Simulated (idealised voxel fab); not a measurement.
This section sets out a process module, namely voxel wiring stack.
The cross-section on display is named cut; it measures 210 nm wide, and its cells are 5 nm squares.
Think of the cross-section as a grid of square cells. We describe it in bands, top to bottom, and each band covers one or more rows of those cells. Top height, bottom height, nm. Materials left to right, width each, nm. Single material + "all across" = fills band edge to edge. "empty" = empty. Measure heights from 0. That's the level where, below it, the as-received wafer is all one material. The lowest band is bottomless and extends downward; write it as in "0 down". When a width is written as two numbers, as in "30 to 40", the first number is the width in the top row of cells of the band and the second is the width in its bottom row, and the width changes by the same amount from each row to the next. "remained unchanged" after a step means that no cell of the cross-section changed. Voids, sealed: empty space of 8 cells or more with no open way to the top, each as width x height at its distance from the left edge, in nm. On a step's line, text after the settings is the simulator commenting on that step. "overlay nm" answers the question of how far to the right of plan the mask lay on a step that has a mask, and when it is negative the answer is to the left.

# Planned step list for the process
- 1: RECEIVE: material Si
- 2: CONFORMAL_DEP: material SiO2, thk nm 10
- 3: DIRECTIONAL_DEP: material TiN, thk nm 5
- 4: DIRECTIONAL_DEP: material W, thk nm 25
- 5: PATTERN: tone cover, mask id METAL_1, material resist, width nm 30, pitch nm 55, thk nm 15, overlay nm 0
- 6: DIRECTIONAL_ETCH: etch materials W, depth nm 25
- 7: DIRECTIONAL_ETCH: etch materials TiN, depth nm 5
- 8: STRIP: etch materials resist
- 9: FILL_DEP: material lowk, thk nm 5
- 10: CMP: height nm 40
- 11: CONFORMAL_DEP: material SiCN, thk nm 5
- 12: DIRECTIONAL_DEP: material lowk, thk nm 10
- 13: DIRECTIONAL_DEP: material aC, thk nm 15
- 14: PATTERN: tone open, mask id PLUG_1, material resist, width nm 15, pitch nm 55, thk nm 30, overlay nm 0
- 15: DIRECTIONAL_ETCH: etch materials aC, depth nm 15
- 16: STRIP: etch materials resist
- 17: DIRECTIONAL_ETCH: etch materials lowk, depth nm 10
- 18: DIRECTIONAL_ETCH: etch materials SiCN, depth nm 5
- 19: STRIP: etch materials aC
- 20: EPI: material Ru, thk nm 10
- 21: EPI: material Ru, thk nm 5
- 22: CONFORMAL_DEP: material SiCN, thk nm 5
- 23: DIRECTIONAL_DEP: material SiO2, thk nm 25
- 24: DIRECTIONAL_DEP: material aC, thk nm 10
- 25: PATTERN: tone open, mask id METAL_2, material resist, width nm 30, pitch nm 55, thk nm 25, overlay nm 0
- 26: DIRECTIONAL_ETCH: etch materials aC, depth nm 10
- 27: STRIP: etch materials resist
- 28: DIRECTIONAL_ETCH: etch materials SiO2, depth nm 25
- 29: DIRECTIONAL_ETCH: etch materials SiCN, depth nm 5
- 30: STRIP: etch materials aC
- 31: CONFORMAL_DEP: material TiN, thk nm 5
- 32: FILL_DEP: material W, thk nm 5
- 33: CMP: height nm 85
- 34: CONFORMAL_DEP: material SiN, thk nm 5

# First wafer, two in total, run as planned

# as received, after step 1
> 0 down  Si all across
> Voids, sealed: none

# So this is the wafer cross-section right after step 2
> 10 to 0  SiO2 all across
> Whatever lies below 0 is exactly as it was before.

# So this is the wafer cross-section right after step 3
> 15 to 10  TiN all across
> Whatever lies below 10 is exactly as it was before.

# So this is the wafer cross-section right after step 4
> 40 to 15  W all across
> Whatever lies below 15 is exactly as it was before.

# So this is the wafer cross-section right after step 5
> 55 to 40  35 empty / 30 resist / 25 empty / 30 resist / 25 empty / 30 resist / 35 empty
> Whatever lies below 40 is exactly as it was before.

# So this is the wafer cross-section right after step 6
> 55 to 40  35 empty / 30 resist / 25 empty / 30 resist / 25 empty / 30 resist / 35 empty
> 40 to 15  35 empty / 30 W / 25 empty / 30 W / 25 empty / 30 W / 35 empty
> Whatever lies below 15 is exactly as it was before.

# So this is the wafer cross-section right after step 7
> 55 to 40  35 empty / 30 resist / 25 empty / 30 resist / 25 empty / 30 resist / 35 empty
> 40 to 15  35 empty / 30 W / 25 empty / 30 W / 25 empty / 30 W / 35 empty
> 15 to 10  35 empty / 30 TiN / 25 empty / 30 TiN / 25 empty / 30 TiN / 35 empty
> Whatever lies below 10 is exactly as it was before.

# So this is the wafer cross-section right after step 8
> 40 to 15  35 empty / 30 W / 25 empty / 30 W / 25 empty / 30 W / 35 empty
> Whatever lies below 15 is exactly as it was before.

# So this is the wafer cross-section right after step 9
> 45 to 40  lowk all across
> 40 to 15  35 lowk / 30 W / 25 lowk / 30 W / 25 lowk / 30 W / 35 lowk
> 15 to 10  35 lowk / 30 TiN / 25 lowk / 30 TiN / 25 lowk / 30 TiN / 35 lowk
> Whatever lies below 10 is exactly as it was before.

# So this is the wafer cross-section right after step 10
> 40 to 15  35 lowk / 30 W / 25 lowk / 30 W / 25 lowk / 30 W / 35 lowk
> Whatever lies below 15 is exactly as it was before.

# So this is the wafer cross-section right after step 11
> 45 to 40  SiCN all across
> Whatever lies below 40 is exactly as it was before.

# So this is the wafer cross-section right after step 12
> 55 to 45  lowk all across
> Whatever lies below 45 is exactly as it was before.

# So this is the wafer cross-section right after step 13
> 70 to 55  aC all across
> Whatever lies below 55 is exactly as it was before.

# So this is the wafer cross-section right after step 14
> 100 to 70  35 resist / 15 empty / 40 resist / 15 empty / 40 resist / 15 empty / 50 resist
> Whatever lies below 70 is exactly as it was before.

# So this is the wafer cross-section right after step 15
> 85 to 70  35 resist / 15 empty / 40 resist / 15 empty / 40 resist / 15 empty / 50 resist
> 70 to 55  35 aC / 15 empty / 40 aC / 15 empty / 40 aC / 15 empty / 50 aC
> Whatever lies below 55 is exactly as it was before.

# So this is the wafer cross-section right after step 16
> 70 to 55  35 aC / 15 empty / 40 aC / 15 empty / 40 aC / 15 empty / 50 aC
> Whatever lies below 55 is exactly as it was before.

# So this is the wafer cross-section right after step 17
> 70 to 55  35 aC / 15 empty / 40 aC / 15 empty / 40 aC / 15 empty / 50 aC
> 55 to 45  35 lowk / 15 empty / 40 lowk / 15 empty / 40 lowk / 15 empty / 50 lowk
> Whatever lies below 45 is exactly as it was before.

# So this is the wafer cross-section right after step 18
> 70 to 55  35 aC / 15 empty / 40 aC / 15 empty / 40 aC / 15 empty / 50 aC
> 55 to 45  35 lowk / 15 empty / 40 lowk / 15 empty / 40 lowk / 15 empty / 50 lowk
> 45 to 40  35 SiCN / 15 empty / 40 SiCN / 15 empty / 40 SiCN / 15 empty / 50 SiCN
> Whatever lies below 40 is exactly as it was before.

# So this is the wafer cross-section right after step 19
> 55 to 45  35 lowk / 15 empty / 40 lowk / 15 empty / 40 lowk / 15 empty / 50 lowk
> Whatever lies below 45 is exactly as it was before.

# So this is the wafer cross-section right after step 20
> 55 to 50  35 lowk / 15 empty / 40 lowk / 15 empty / 40 lowk / 15 empty / 50 lowk
> 50 to 45  35 lowk / 15 Ru / 40 lowk / 15 Ru / 40 lowk / 15 Ru / 50 lowk
> 45 to 40  35 SiCN / 15 Ru / 40 SiCN / 15 Ru / 40 SiCN / 15 Ru / 50 SiCN
> Whatever lies below 40 is exactly as it was before.

# So this is the wafer cross-section right after step 21
> 55 to 45  35 lowk / 15 Ru / 40 lowk / 15 Ru / 40 lowk / 15 Ru / 50 lowk
> Whatever lies below 45 is exactly as it was before.

# So this is the wafer cross-section right after step 22
> 60 to 55  SiCN all across
> Whatever lies below 55 is exactly as it was before.

# So this is the wafer cross-section right after step 23
> 85 to 60  SiO2 all across
> Whatever lies below 60 is exactly as it was before.

# So this is the wafer cross-section right after step 24
> 95 to 85  aC all across
> Whatever lies below 85 is exactly as it was before.

# So this is the wafer cross-section right after step 25
> 120 to 95  35 resist / 30 empty / 25 resist / 30 empty / 25 resist / 30 empty / 35 resist
> Whatever lies below 95 is exactly as it was before.

# So this is the wafer cross-section right after step 26
> 110 to 95  35 resist / 30 empty / 25 resist / 30 empty / 25 resist / 30 empty / 35 resist
> 95 to 85  35 aC / 30 empty / 25 aC / 30 empty / 25 aC / 30 empty / 35 aC
> Whatever lies below 85 is exactly as it was before.

# So this is the wafer cross-section right after step 27
> 95 to 85  35 aC / 30 empty / 25 aC / 30 empty / 25 aC / 30 empty / 35 aC
> Whatever lies below 85 is exactly as it was before.

# So this is the wafer cross-section right after step 28
> 95 to 85  35 aC / 30 empty / 25 aC / 30 empty / 25 aC / 30 empty / 35 aC
> 85 to 60  35 SiO2 / 30 empty / 25 SiO2 / 30 empty / 25 SiO2 / 30 empty / 35 SiO2
> Whatever lies below 60 is exactly as it was before.

# So this is the wafer cross-section right after step 29
> 95 to 85  35 aC / 30 empty / 25 aC / 30 empty / 25 aC / 30 empty / 35 aC
> 85 to 60  35 SiO2 / 30 empty / 25 SiO2 / 30 empty / 25 SiO2 / 30 empty / 35 SiO2
> 60 to 55  35 SiCN / 30 empty / 25 SiCN / 30 empty / 25 SiCN / 30 empty / 35 SiCN
> Whatever lies below 55 is exactly as it was before.

# So this is the wafer cross-section right after step 30
> 85 to 60  35 SiO2 / 30 empty / 25 SiO2 / 30 empty / 25 SiO2 / 30 empty / 35 SiO2
> Whatever lies below 60 is exactly as it was before.

# So this is the wafer cross-section right after step 31
> 90 to 85  40 TiN / 20 empty / 35 TiN / 20 empty / 35 TiN / 20 empty / 40 TiN
> 85 to 60  35 SiO2 / 5 TiN / 20 empty / 5 TiN / 25 SiO2 / 5 TiN / 20 empty / 5 TiN / 25 SiO2 / 5 TiN / 20 empty / 5 TiN / 35 SiO2
> 60 to 55  35 SiCN / 30 TiN / 25 SiCN / 30 TiN / 25 SiCN / 30 TiN / 35 SiCN
> Whatever lies below 55 is exactly as it was before.

# So this is the wafer cross-section right after step 32
> 95 to 90  W all across
> 90 to 85  40 TiN / 20 W / 35 TiN / 20 W / 35 TiN / 20 W / 40 TiN
> 85 to 60  35 SiO2 / 5 TiN / 20 W / 5 TiN / 25 SiO2 / 5 TiN / 20 W / 5 TiN / 25 SiO2 / 5 TiN / 20 W / 5 TiN / 35 SiO2
> Whatever lies below 60 is exactly as it was before.

# So this is the wafer cross-section right after step 33
> 85 to 60  35 SiO2 / 5 TiN / 20 W / 5 TiN / 25 SiO2 / 5 TiN / 20 W / 5 TiN / 25 SiO2 / 5 TiN / 20 W / 5 TiN / 35 SiO2
> Whatever lies below 60 is exactly as it was before.

# So this is the wafer cross-section right after step 34
> 90 to 85  SiN all across
> Whatever lies below 85 is exactly as it was before.

# Second wafer, same starting conditions and recipe as the first, one mistake in executing it, nothing differs from the first up to and including step 13

# Cross-section of the second wafer when, according to plan, step 14 should have finished
> 100 to 70  45 resist / 15 empty / 40 resist / 15 empty / 40 resist / 15 empty / 40 resist
> Whatever lies below 70 is exactly as it was before.

# Cross-section of the second wafer when, according to plan, step 15 should have finished
> 85 to 70  45 resist / 15 empty / 40 resist / 15 empty / 40 resist / 15 empty / 40 resist
> 70 to 55  45 aC / 15 empty / 40 aC / 15 empty / 40 aC / 15 empty / 40 aC
> Whatever lies below 55 is exactly as it was before.

# Cross-section of the second wafer when, according to plan, step 16 should have finished
> 70 to 55  45 aC / 15 empty / 40 aC / 15 empty / 40 aC / 15 empty / 40 aC
> Whatever lies below 55 is exactly as it was before.

# Cross-section of the second wafer when, according to plan, step 17 should have finished
> 70 to 55  45 aC / 15 empty / 40 aC / 15 empty / 40 aC / 15 empty / 40 aC
> 55 to 45  45 lowk / 15 empty / 40 lowk / 15 empty / 40 lowk / 15 empty / 40 lowk
> Whatever lies below 45 is exactly as it was before.

# Cross-section of the second wafer when, according to plan, step 18 should have finished
> 70 to 55  45 aC / 15 empty / 40 aC / 15 empty / 40 aC / 15 empty / 40 aC
> 55 to 45  45 lowk / 15 empty / 40 lowk / 15 empty / 40 lowk / 15 empty / 40 lowk
> 45 to 40  45 SiCN / 15 empty / 40 SiCN / 15 empty / 40 SiCN / 15 empty / 40 SiCN
> Whatever lies below 40 is exactly as it was before.

# Cross-section of the second wafer when, according to plan, step 19 should have finished
> 55 to 45  45 lowk / 15 empty / 40 lowk / 15 empty / 40 lowk / 15 empty / 40 lowk
> Whatever lies below 45 is exactly as it was before.

# Cross-section of the second wafer when, according to plan, step 20 should have finished
> 55 to 50  45 lowk / 15 empty / 40 lowk / 15 empty / 40 lowk / 15 empty / 40 lowk
> 50 to 45  45 lowk / 15 Ru / 40 lowk / 15 Ru / 40 lowk / 15 Ru / 40 lowk
> 45 to 40  45 SiCN / 15 Ru / 40 SiCN / 15 Ru / 40 SiCN / 15 Ru / 40 SiCN
> Whatever lies below 40 is exactly as it was before.

# Cross-section of the second wafer when, according to plan, step 21 should have finished
> 55 to 45  45 lowk / 15 Ru / 40 lowk / 15 Ru / 40 lowk / 15 Ru / 40 lowk
> Whatever lies below 45 is exactly as it was before.

# Cross-section of the second wafer when, according to plan, step 22 should have finished
> 60 to 55  SiCN all across
> Whatever lies below 55 is exactly as it was before.

# Cross-section of the second wafer when, according to plan, step 23 should have finished
> 85 to 60  SiO2 all across
> Whatever lies below 60 is exactly as it was before.

# Cross-section of the second wafer when, according to plan, step 24 should have finished
> 95 to 85  aC all across
> Whatever lies below 85 is exactly as it was before.

# Cross-section of the second wafer when, according to plan, step 25 should have finished
> 120 to 95  35 resist / 30 empty / 25 resist / 30 empty / 25 resist / 30 empty / 35 resist
> Whatever lies below 95 is exactly as it was before.

# Cross-section of the second wafer when, according to plan, step 26 should have finished
> 110 to 95  35 resist / 30 empty / 25 resist / 30 empty / 25 resist / 30 empty / 35 resist
> 95 to 85  35 aC / 30 empty / 25 aC / 30 empty / 25 aC / 30 empty / 35 aC
> Whatever lies below 85 is exactly as it was before.

# Cross-section of the second wafer when, according to plan, step 27 should have finished
> 95 to 85  35 aC / 30 empty / 25 aC / 30 empty / 25 aC / 30 empty / 35 aC
> Whatever lies below 85 is exactly as it was before.

# Cross-section of the second wafer when, according to plan, step 28 should have finished
> 95 to 85  35 aC / 30 empty / 25 aC / 30 empty / 25 aC / 30 empty / 35 aC
> 85 to 60  35 SiO2 / 30 empty / 25 SiO2 / 30 empty / 25 SiO2 / 30 empty / 35 SiO2
> Whatever lies below 60 is exactly as it was before.

# Cross-section of the second wafer when, according to plan, step 29 should have finished
> 95 to 85  35 aC / 30 empty / 25 aC / 30 empty / 25 aC / 30 empty / 35 aC
> 85 to 60  35 SiO2 / 30 empty / 25 SiO2 / 30 empty / 25 SiO2 / 30 empty / 35 SiO2
> 60 to 55  35 SiCN / 30 empty / 25 SiCN / 30 empty / 25 SiCN / 30 empty / 35 SiCN
> Whatever lies below 55 is exactly as it was before.

# Cross-section of the second wafer when, according to plan, step 30 should have finished
> 85 to 60  35 SiO2 / 30 empty / 25 SiO2 / 30 empty / 25 SiO2 / 30 empty / 35 SiO2
> Whatever lies below 60 is exactly as it was before.

# Cross-section of the second wafer when, according to plan, step 31 should have finished
> 90 to 85  40 TiN / 20 empty / 35 TiN / 20 empty / 35 TiN / 20 empty / 40 TiN
> 85 to 60  35 SiO2 / 5 TiN / 20 empty / 5 TiN / 25 SiO2 / 5 TiN / 20 empty / 5 TiN / 25 SiO2 / 5 TiN / 20 empty / 5 TiN / 35 SiO2
> 60 to 55  35 SiCN / 30 TiN / 25 SiCN / 30 TiN / 25 SiCN / 30 TiN / 35 SiCN
> Whatever lies below 55 is exactly as it was before.

# Cross-section of the second wafer when, according to plan, step 32 should have finished
> 95 to 90  W all across
> 90 to 85  40 TiN / 20 W / 35 TiN / 20 W / 35 TiN / 20 W / 40 TiN
> 85 to 60  35 SiO2 / 5 TiN / 20 W / 5 TiN / 25 SiO2 / 5 TiN / 20 W / 5 TiN / 25 SiO2 / 5 TiN / 20 W / 5 TiN / 35 SiO2
> Whatever lies below 60 is exactly as it was before.

# Cross-section of the second wafer when, according to plan, step 33 should have finished
> 85 to 60  35 SiO2 / 5 TiN / 20 W / 5 TiN / 25 SiO2 / 5 TiN / 20 W / 5 TiN / 25 SiO2 / 5 TiN / 20 W / 5 TiN / 35 SiO2
> Whatever lies below 60 is exactly as it was before.

# Cross-section of the second wafer when, according to plan, step 34 should have finished
> 90 to 85  SiN all across
> Whatever lies below 85 is exactly as it was before.
Misprocessing identified: step 14 changed vs plan, executed as PATTERN: tone open, mask id PLUG_1, material resist, width nm 15, pitch nm 55, thk nm 30, overlay nm 10
By the end, you'd get the same cell count for each material on either wafer, but the second wafer puts them somewhere else.
